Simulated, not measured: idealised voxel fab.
Proc. module: voxel gate over fins
The cross-section on display is named cut; it measures 185 nm wide, and its cells are 5 nm squares.
Reading order for cross-sections: top band down to bottom band. Underlying form: a grid of square cells. Band size: one or more rows of cells. Read a band's entry like this: the first values are the height of its top and the height of its bottom in nm, and what follows is the sequence of materials from left to right, each with its width in nm. Note that "empty" is empty space, and that a single material marked "throughout" reaches across the band from edge to edge. For the purposes of this specification, 0 denotes the height below which the wafer in its as-received condition is composed wholly of one material, and the lowermost band, lacking a lower limit, extends downward without end, as expressed in "0 and below". The notation "30 to 40" denotes a width that varies across the rows of cells in the band, beginning at the first number in the top row, finishing at the second number in the bottom row, and changing by an identical amount from each row to the next. "nothing got changed", as given for a step, is the statement that not any cell of the cross-section underwent a change during that step. "Internal closed voids" enumerates empty spaces isolated from the top, with no open way to it, that contain at least 8 cells, giving each as width x height at distance from the left edge, all three in nm. If you see something after the settings on a step's line, that's the simulator's own remark about that step. "overlay nm", when on a step's line for a step with a mask, measures how far to the right of its planned place the mask lay; a negative measure means to the left.
Steps planned for the process
1,op RECEIVE | material Si
2,op CONFORMAL_DEP | material SiN | thk nm 5
3,op DIRECTIONAL_DEP | material aC | thk nm 15
4,op PATTERN | tone cover | mask id FINS | material resist | width nm 15 | pitch nm 45 | thk nm 35 | overlay nm 0
5,op DIRECTIONAL_ETCH | etch materials aC | depth nm 15
6,op STRIP | etch materials resist
7,op DIRECTIONAL_ETCH | etch materials SiN | depth nm 5
8,op DIRECTIONAL_ETCH | etch materials Si | depth nm 30
9,op STRIP | etch materials aC
10,op OXIDIZE | depth nm 5
11,op FILL_DEP | material SiO2 | thk nm 5
12,op CMP | height nm 5
13,op SELECTIVE_ETCH | etch materials SiO2 | depth nm 20
14,op STRIP | etch materials SiN
15,op CONFORMAL_DEP | material HfO2 | thk nm 5
16,op CONFORMAL_DEP | material TiN | thk nm 5
17,op FILL_DEP | material W | thk nm 15
18,op CMP | height nm 20
19,op CONFORMAL_DEP | material SiCN | thk nm 5
Cross-section of the wafer at receipt, which is the condition after step 1
- 0 and below = Si throughout
- Internal closed voids: none
First wafer of two, sectioned at end of module; run went per plan
- 25 down to 20 = SiCN throughout
- 20 down to 10 = W throughout
- 10 down to 5 = 35 of W; 25 of TiN; 20 of W; 25 of TiN; 20 of W; 25 of TiN; 35 of W
- 5 down to 0 = 35 of W; 5 of TiN; 15 of HfO2; 5 of TiN; 20 of W; 5 of TiN; 15 of HfO2; 5 of TiN; 20 of W; 5 of TiN; 15 of HfO2; 5 of TiN; 35 of W
- 0 down to -5 = 35 of W; 5 of TiN; 5 of HfO2; 5 of Si; 5 of HfO2; 5 of TiN; 20 of W; 5 of TiN; 5 of HfO2; 5 of Si; 5 of HfO2; 5 of TiN; 20 of W; 5 of TiN; 5 of HfO2; 5 of Si; 5 of HfO2; 5 of TiN; 35 of W
- -5 down to -10 = 40 of TiN; 5 of HfO2; 5 of Si; 5 of HfO2; 30 of TiN; 5 of HfO2; 5 of Si; 5 of HfO2; 30 of TiN; 5 of HfO2; 5 of Si; 5 of HfO2; 40 of TiN
- -10 down to -15 = 45 of HfO2; 5 of Si; 40 of HfO2; 5 of Si; 40 of HfO2; 5 of Si; 45 of HfO2
- -15 down to -35 = 45 of SiO2; 5 of Si; 40 of SiO2; 5 of Si; 40 of SiO2; 5 of Si; 45 of SiO2
- -35 and below = Si throughout
- Internal closed voids: none
Cross-sectional view: second of two wafers, end of module; start and plan identical to the first, one mistake in running
- 25 down to 20 = SiCN throughout
- 20 down to 15 = W throughout
- 15 down to 10 = TiN throughout
- 10 down to 5 = 45 of HfO2; 5 of TiN; 40 of HfO2; 5 of TiN; 40 of HfO2; 5 of TiN; 45 of HfO2
- 5 down to 0 = 40 of aC; 15 of HfO2; 30 of aC; 15 of HfO2; 30 of aC; 15 of HfO2; 40 of aC
- 0 down to -30 = 40 of aC; 5 of SiO2; 5 of Si; 5 of SiO2; 30 of aC; 5 of SiO2; 5 of Si; 5 of SiO2; 30 of aC; 5 of SiO2; 5 of Si; 5 of SiO2; 40 of aC
- -30 down to -35 = 45 of SiO2; 5 of Si; 40 of SiO2; 5 of Si; 40 of SiO2; 5 of Si; 45 of SiO2
- -35 and below = Si throughout
- Internal closed voids: none
What was done differently from what was planned? the process deviated at step 11: the operation and settings actually run there were op FILL_DEP | material aC | thk nm 5
at the end the second wafer has, in cells: -12 HfO2 | -66 SiO2 | -15 TiN | -103 W | +196 aC
